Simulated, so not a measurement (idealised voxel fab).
process module | voxel gate over fins
cross-section cut | 295 nm wide | cells 5 nm
A cross-section is a grid of square cells, given in bands from the top down. A band is one or more rows of cells.
Each band's line starts with the height of the band's top and of its bottom, in nm. Then come its materials from left to right, each with its width in nm. One material with "throughout" fills the band from edge to edge. "air" is empty space.
Height 0 is the level under which the wafer as received is all one material. The lowest band goes on downwards, as in "0 down".
A width such as "30 to 40" changes by the same amount from each row of cells to the next, from the band's top row to its bottom row.
"no change" after a step means that no cell of the cross-section changed.
closed voids: empty space of 8 cells or more with no open way to the top, each as width x height at its distance from the left edge, in nm
after a step's settings: what the simulator itself notes on the step
overlay nm, on a step with a mask: how far to the right of its planned place the mask lay; to the left if negative
plan
1 op RECEIVE | material Si
2 op CONFORMAL_DEP | material SiN | thk nm 10
3 op DIRECTIONAL_DEP | material aC | thk nm 15
4 op PATTERN | tone cover | mask id FINS | material resist | width nm 15 | pitch nm 35 | thk nm 35 | overlay nm 0
5 op DIRECTIONAL_ETCH | etch materials aC | depth nm 15
6 op STRIP | etch materials resist
7 op DIRECTIONAL_ETCH | etch materials SiN | depth nm 10
8 op DIRECTIONAL_ETCH | etch materials Si | depth nm 40
9 op STRIP | etch materials aC
10 op FILL_DEP | material SiO2 | thk nm 10
11 op CMP | height nm 10
12 op SELECTIVE_ETCH | etch materials SiO2 | depth nm 20
13 op STRIP | etch materials SiN
14 op CONFORMAL_DEP | material HfO2 | thk nm 5
15 op CONFORMAL_DEP | material TiN | thk nm 5
16 op CONFORMAL_DEP | material TiAl | thk nm 5
17 op CONFORMAL_DEP | material TiN | thk nm 5
18 op FILL_DEP | material W | thk nm 15
19 op CMP | height nm 30
20 op CONFORMAL_DEP | material SiCN | thk nm 5
first wafer, as planned
as received, after step 1
  0 down: Si throughout
  closed voids: none
after step 2
  10 to 0: SiN throughout
  below 0: unchanged
after step 3
  25 to 10: aC throughout
  below 10: unchanged
after step 4
  60 to 25: air 120 | resist 15 | air 20 | resist 15 | air 125
  below 25: unchanged
after step 5
  45 to 25: air 120 | resist 15 | air 20 | resist 15 | air 125
  25 to 10: air 120 | aC 15 | air 20 | aC 15 | air 125
  below 10: unchanged
after step 6
  25 to 10: air 120 | aC 15 | air 20 | aC 15 | air 125
  below 10: unchanged
after step 7
  25 to 10: air 120 | aC 15 | air 20 | aC 15 | air 125
  10 to 0: air 120 | SiN 15 | air 20 | SiN 15 | air 125
  below 0: unchanged
after step 8
  25 to 10: air 120 | aC 15 | air 20 | aC 15 | air 125
  10 to 0: air 120 | SiN 15 | air 20 | SiN 15 | air 125
  0 to -40: air 120 | Si 15 | air 20 | Si 15 | air 125
  below -40: unchanged
after step 9
  10 to 0: air 120 | SiN 15 | air 20 | SiN 15 | air 125
  below 0: unchanged
after step 10
  20 to 10: SiO2 throughout
  10 to 0: SiO2 120 | SiN 15 | SiO2 20 | SiN 15 | SiO2 125
  0 to -40: SiO2 120 | Si 15 | SiO2 20 | Si 15 | SiO2 125
  below -40: unchanged
after step 11
  10 to 0: SiO2 120 | SiN 15 | SiO2 20 | SiN 15 | SiO2 125
  below 0: unchanged
after step 12
  10 to 0: air 120 | SiN 15 | air 20 | SiN 15 | air 125
  0 to -10: air 120 | Si 15 | air 20 | Si 15 | air 125
  below -10: unchanged
after step 13
  0 to -10: air 120 | Si 15 | air 20 | Si 15 | air 125
  below -10: unchanged
after step 14
  5 to 0: air 115 | HfO2 25 | air 10 | HfO2 25 | air 120
  0 to -5: air 115 | HfO2 5 | Si 15 | HfO2 5 | air 10 | HfO2 5 | Si 15 | HfO2 5 | air 120
  -5 to -10: HfO2 120 | Si 15 | HfO2 20 | Si 15 | HfO2 125
  below -10: unchanged
after step 15
  10 to 5: air 110 | TiN 70 | air 115
  5 to 0: air 110 | TiN 5 | HfO2 25 | TiN 10 | HfO2 25 | TiN 5 | air 115
  0 to -5: TiN 115 | HfO2 5 | Si 15 | HfO2 5 | TiN 10 | HfO2 5 | Si 15 | HfO2 5 | TiN 120
  below -5: unchanged
after step 16
  15 to 10: air 105 | TiAl 80 | air 110
  10 to 5: air 105 | TiAl 5 | TiN 70 | TiAl 5 | air 110
  5 to 0: TiAl 110 | TiN 5 | HfO2 25 | TiN 10 | HfO2 25 | TiN 5 | TiAl 115
  below 0: unchanged
after step 17
  20 to 15: air 100 | TiN 90 | air 105
  15 to 10: air 100 | TiN 5 | TiAl 80 | TiN 5 | air 105
  10 to 5: TiN 105 | TiAl 5 | TiN 70 | TiAl 5 | TiN 110
  below 5: unchanged
after step 18
  35 to 20: W throughout
  20 to 15: W 100 | TiN 90 | W 105
  15 to 10: W 100 | TiN 5 | TiAl 80 | TiN 5 | W 105
  below 10: unchanged
after step 19
  30 to 20: W throughout
  below 20: unchanged
after step 20
  35 to 30: SiCN throughout
  below 30: unchanged
second wafer: like start, like plan, one mistake. Through step 13 it matches the first wafer
when step 14 should have ended
  5 to 0: air 115 | aC 25 | air 10 | aC 25 | air 120
  0 to -5: air 115 | aC 5 | Si 15 | aC 5 | air 10 | aC 5 | Si 15 | aC 5 | air 120
  -5 to -10: aC 120 | Si 15 | aC 20 | Si 15 | aC 125
  below -10: unchanged
when step 15 should have ended
  10 to 5: air 110 | TiN 70 | air 115
  5 to 0: air 110 | TiN 5 | aC 25 | TiN 10 | aC 25 | TiN 5 | air 115
  0 to -5: TiN 115 | aC 5 | Si 15 | aC 5 | TiN 10 | aC 5 | Si 15 | aC 5 | TiN 120
  below -5: unchanged
when step 16 should have ended
  15 to 10: air 105 | TiAl 80 | air 110
  10 to 5: air 105 | TiAl 5 | TiN 70 | TiAl 5 | air 110
  5 to 0: TiAl 110 | TiN 5 | aC 25 | TiN 10 | aC 25 | TiN 5 | TiAl 115
  below 0: unchanged
when step 17 should have ended
  20 to 15: air 100 | TiN 90 | air 105
  15 to 10: air 100 | TiN 5 | TiAl 80 | TiN 5 | air 105
  10 to 5: TiN 105 | TiAl 5 | TiN 70 | TiAl 5 | TiN 110
  below 5: unchanged
when step 18 should have ended
  35 to 20: W throughout
  20 to 15: W 100 | TiN 90 | W 105
  15 to 10: W 100 | TiN 5 | TiAl 80 | TiN 5 | W 105
  below 10: unchanged
when step 19 should have ended
  30 to 20: W throughout
  below 20: unchanged
when step 20 should have ended
  35 to 30: SiCN throughout
  below 30: unchanged
what went wrong: step 14 ran as: op CONFORMAL_DEP | material aC | thk nm 5
at the end the second wafer has, in cells: 67 fewer of HfO2 | 67 more of aC
